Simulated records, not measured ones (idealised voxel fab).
process module | voxel wiring stack
cross-section cut | 195 nm wide | cells 5 nm
A cross-section is a grid of square cells, given in bands from the top down. A band is one or more rows of cells.
Each band's line starts with the height of the band's top and of its bottom, in nm. Then come its materials from left to right, each with its width in nm. One material with "throughout" fills the band from edge to edge. "air" is empty space.
Height 0 is the level under which the wafer as received is all one material. The lowest band goes on downwards, as in "0 down".
A width such as "30 to 40" changes by the same amount from each row of cells to the next, from the band's top row to its bottom row.
"no change" after a step means that no cell of the cross-section changed.
closed voids: empty space of 8 cells or more with no open way to the top, each as width x height at its distance from the left edge, in nm
after a step's settings: what the simulator itself notes on the step
overlay nm, on a step with a mask: how far to the right of its planned place the mask lay; to the left if negative
plan
1 op RECEIVE | material Si
2 op CONFORMAL_DEP | material SiO2 | thk nm 15
3 op DIRECTIONAL_DEP | material TiN | thk nm 5
4 op DIRECTIONAL_DEP | material Ru | thk nm 25
5 op PATTERN | tone cover | mask id METAL_1 | material resist | width nm 30 | pitch nm 45 | thk nm 20 | overlay nm 0
6 op DIRECTIONAL_ETCH | etch materials Ru | depth nm 25
7 op DIRECTIONAL_ETCH | etch materials TiN | depth nm 5
8 op STRIP | etch materials resist
9 op CONFORMAL_DEP | material SiN | thk nm 5
10 op FILL_DEP | material lowk | thk nm 10
11 op CMP | height nm 45
12 op CONFORMAL_DEP | material SiCN | thk nm 5
13 op DIRECTIONAL_DEP | material lowk | thk nm 15
14 op PATTERN | tone open | mask id PLUG_1 | material resist | width nm 15 | pitch nm 90 | thk nm 15 | overlay nm 0
15 op DIRECTIONAL_ETCH | etch materials lowk | depth nm 15
16 op DIRECTIONAL_ETCH | etch materials SiCN | depth nm 5
17 op STRIP | etch materials resist
18 op CONFORMAL_DEP | material TiN | thk nm 5
19 op FILL_DEP | material Cu | thk nm 10
20 op CMP | height nm 65
21 op CONFORMAL_DEP | material SiCN | thk nm 5
22 op DIRECTIONAL_DEP | material SiO2 | thk nm 15
23 op MASKED_ETCH | tone open | mask id METAL_2 | width nm 30 | pitch nm 45 | etch materials SiO2 | depth nm 15 | overlay nm 0
24 op MASKED_ETCH | tone open | mask id METAL_2 | width nm 30 | pitch nm 45 | etch materials SiCN | depth nm 5 | overlay nm 0
25 op CONFORMAL_DEP | material TiN | thk nm 5
26 op FILL_DEP | material W | thk nm 5
27 op CMP | height nm 85
28 op CONFORMAL_DEP | material SiCN | thk nm 5
29 op DIRECTIONAL_DEP | material lowk | thk nm 35
30 op PATTERN | tone open | mask id METAL_3 | material resist | width nm 30 | pitch nm 45 | thk nm 15 | overlay nm 0
31 op DIRECTIONAL_ETCH | etch materials lowk | depth nm 20
32 op STRIP | etch materials resist
33 op PATTERN | tone open | mask id METAL_3_HOLES | material resist | width nm 15 | pitch nm 90 | thk nm 20 | overlay nm 0
34 op DIRECTIONAL_ETCH | etch materials lowk | depth nm 15
35 op DIRECTIONAL_ETCH | etch materials SiCN | depth nm 5
36 op STRIP | etch materials resist
37 op CONFORMAL_DEP | material TiN | thk nm 5
38 op FILL_DEP | material Cu | thk nm 10
39 op CMP | height nm 125
40 op CONFORMAL_DEP | material SiCN | thk nm 5
as received, after step 1
  0 down: Si throughout
  closed voids: none
a wafer at the end: this start, this plan, one mistake
  130 to 125: SiCN throughout
  125 to 110: lowk 35 | TiN 5 | Cu 20 | TiN 5 | lowk 15 | TiN 5 | Cu 20 | TiN 5 | lowk 15 | TiN 5 | Cu 20 | TiN 5 | lowk 40
  110 to 105: lowk 35 | TiN 5 | Cu 5 | TiN 20 | lowk 15 | TiN 30 | lowk 15 | TiN 5 | Cu 5 | TiN 20 | lowk 40
  105 to 90: lowk 35 | TiN 5 | Cu 5 | TiN 5 | lowk 75 | TiN 5 | Cu 5 | TiN 5 | lowk 55
  90 to 85: SiCN 35 | TiN 15 | SiCN 75 | TiN 15 | SiCN 55
  85 to 70: SiO2 35 | TiN 5 | W 20 | TiN 5 | SiO2 15 | TiN 5 | W 20 | TiN 5 | SiO2 15 | TiN 5 | W 20 | TiN 5 | SiO2 40
  70 to 65: SiCN 35 | TiN 30 | SiCN 15 | TiN 30 | SiCN 15 | TiN 30 | SiCN 40
  65 to 60: SiCN 35 | TiN 15 | SiCN 75 | TiN 15 | SiCN 55
  60 to 45: lowk throughout
  45 to 20: lowk 30 | SiN 5 | Ru 30 | SiN 5 | lowk 5 | SiN 5 | Ru 30 | SiN 5 | lowk 5 | SiN 5 | Ru 30 | SiN 5 | lowk 35
  20 to 15: SiN 35 | TiN 30 | SiN 15 | TiN 30 | SiN 15 | TiN 30 | SiN 40
  15 to 0: SiO2 throughout
  0 down: Si throughout
  closed voids: none
what went wrong: steps 12 and 13 were swapped
